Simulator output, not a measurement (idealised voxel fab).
Proc. module: voxel plated lines
Each square cell in cross-section cut measures 5 nm, and the section as a whole is 225 nm wide.
Cross-section = grid of square cells, listed top down in bands; band = one or more rows.
First you get the band's top height and its bottom height, in nm, and then the materials it's made of, left to right, with each width in nm. If you see a single material with "all across", that one covers the band edge to edge. "air" is empty space.
A quick word on heights: they are counted from 0, and under that level the wafer as it came to us is one material throughout. The lowest band is different from the rest in having no bottom; it simply continues downward, written as in "top 0, no bottom".
Read "30->40" as a graded width: first number on top, second number at the bottom, same change between each pair of neighbouring rows.
"left unchanged", as given for a step, is the statement that not any cell of the cross-section underwent a change during that step.
The label "Enclosed internal cavities" introduces a list of the empty spaces, 8 cells or larger, that have no open way up to the top; each entry in it reads width x height at distance, where the distance is taken from the left edge and all three are stated in nm.
Whatever follows a step's settings on its line is a remark the simulator itself makes about that step.
overlay nm, on a step with a mask: how far to the right of its planned place the mask lay; to the left if negative
**The process steps that were planned are listed below**
- 1: RECEIVE (material Si)
- 2: CONFORMAL_DEP (material Al2O3; thk nm 5)
- 3: DIRECTIONAL_DEP (material TiN; thk nm 5)
- 4: PATTERN (tone open; mask id LINES; material resist; width nm 20; pitch nm 45; thk nm 30; overlay nm 0)
- 5: EPI (material Ru; thk nm 5)
- 6: EPI (material Ru; thk nm 5)
- 7: STRIP (etch materials resist)
- 8: DIRECTIONAL_ETCH (etch materials TiN; depth nm 5)
- 9: CONFORMAL_DEP (material SiN; thk nm 10)
**Run as planned: first of two wafers**
**As-received wafer cross-section (after step 1)**
  top 0, no bottom | Si all across
  Enclosed internal cavities: none
**After step 2: wafer cross-section**
  top 5, bottom 0 | Al2O3 all across
  Everything under 0 stays put, no change at all.
**After step 3: wafer cross-section**
  top 10, bottom 5 | TiN all across
  Everything under 5 stays put, no change at all.
**After step 4: wafer cross-section**
  top 40, bottom 10 | 80 nm resist  20 nm air  25 nm resist  20 nm air  80 nm resist
  Everything under 10 stays put, no change at all.
**After step 5: wafer cross-section**
  top 40, bottom 15 | 80 nm resist  20 nm air  25 nm resist  20 nm air  80 nm resist
  top 15, bottom 10 | 80 nm resist  20 nm Ru  25 nm resist  20 nm Ru  80 nm resist
  Everything under 10 stays put, no change at all.
**After step 6: wafer cross-section**
  top 40, bottom 20 | 80 nm resist  20 nm air  25 nm resist  20 nm air  80 nm resist
  top 20, bottom 10 | 80 nm resist  20 nm Ru  25 nm resist  20 nm Ru  80 nm resist
  Everything under 10 stays put, no change at all.
**After step 7: wafer cross-section**
  top 20, bottom 10 | 80 nm air  20 nm Ru  25 nm air  20 nm Ru  80 nm air
  Everything under 10 stays put, no change at all.
**After step 8: wafer cross-section**
  top 20, bottom 10 | 80 nm air  20 nm Ru  25 nm air  20 nm Ru  80 nm air
  top 10, bottom 5 | 80 nm air  20 nm TiN  25 nm air  20 nm TiN  80 nm air
  Everything under 5 stays put, no change at all.
**After step 9: wafer cross-section**
  top 30, bottom 20 | 70 nm air  40 nm SiN  5 nm air  40 nm SiN  70 nm air
  top 20, bottom 15 | 70 nm air  10 nm SiN  20 nm Ru  10 nm SiN  5 nm air  10 nm SiN  20 nm Ru  10 nm SiN  70 nm air
  top 15, bottom 10 | 80 nm SiN  20 nm Ru  25 nm SiN  20 nm Ru  80 nm SiN
  top 10, bottom 5 | 80 nm SiN  20 nm TiN  25 nm SiN  20 nm TiN  80 nm SiN
  Everything under 5 stays put, no change at all.
**Wafer two of two - same starting point, same process plan, one mistake in execution; matches wafer one up to and including step 3**
**Look at the second wafer in cross-section at the time step 4 ought to have finished**
  top 40, bottom 10 | 70 nm resist  20 nm air  25 nm resist  20 nm air  90 nm resist
  Everything under 10 stays put, no change at all.
**Look at the second wafer in cross-section at the time step 5 ought to have finished**
  top 40, bottom 15 | 70 nm resist  20 nm air  25 nm resist  20 nm air  90 nm resist
  top 15, bottom 10 | 70 nm resist  20 nm Ru  25 nm resist  20 nm Ru  90 nm resist
  Everything under 10 stays put, no change at all.
**Look at the second wafer in cross-section at the time step 6 ought to have finished**
  top 40, bottom 20 | 70 nm resist  20 nm air  25 nm resist  20 nm air  90 nm resist
  top 20, bottom 10 | 70 nm resist  20 nm Ru  25 nm resist  20 nm Ru  90 nm resist
  Everything under 10 stays put, no change at all.
**Look at the second wafer in cross-section at the time step 7 ought to have finished**
  top 20, bottom 10 | 70 nm air  20 nm Ru  25 nm air  20 nm Ru  90 nm air
  Everything under 10 stays put, no change at all.
**Look at the second wafer in cross-section at the time step 8 ought to have finished**
  top 20, bottom 10 | 70 nm air  20 nm Ru  25 nm air  20 nm Ru  90 nm air
  top 10, bottom 5 | 70 nm air  20 nm TiN  25 nm air  20 nm TiN  90 nm air
  Everything under 5 stays put, no change at all.
**Look at the second wafer in cross-section at the time step 9 ought to have finished**
  top 30, bottom 20 | 60 nm air  40 nm SiN  5 nm air  40 nm SiN  80 nm air
  top 20, bottom 15 | 60 nm air  10 nm SiN  20 nm Ru  10 nm SiN  5 nm air  10 nm SiN  20 nm Ru  10 nm SiN  80 nm air
  top 15, bottom 10 | 70 nm SiN  20 nm Ru  25 nm SiN  20 nm Ru  90 nm SiN
  top 10, bottom 5 | 70 nm SiN  20 nm TiN  25 nm SiN  20 nm TiN  90 nm SiN
  Everything under 5 stays put, no change at all.
Deviation from plan: step 4 was not run as planned; what actually ran was PATTERN (tone open; mask id LINES; material resist; width nm 20; pitch nm 45; thk nm 30; overlay nm -10)
In the final comparison it is observed that the number of cells assigned to each material is identical for the two wafers, whereas their placement is not.
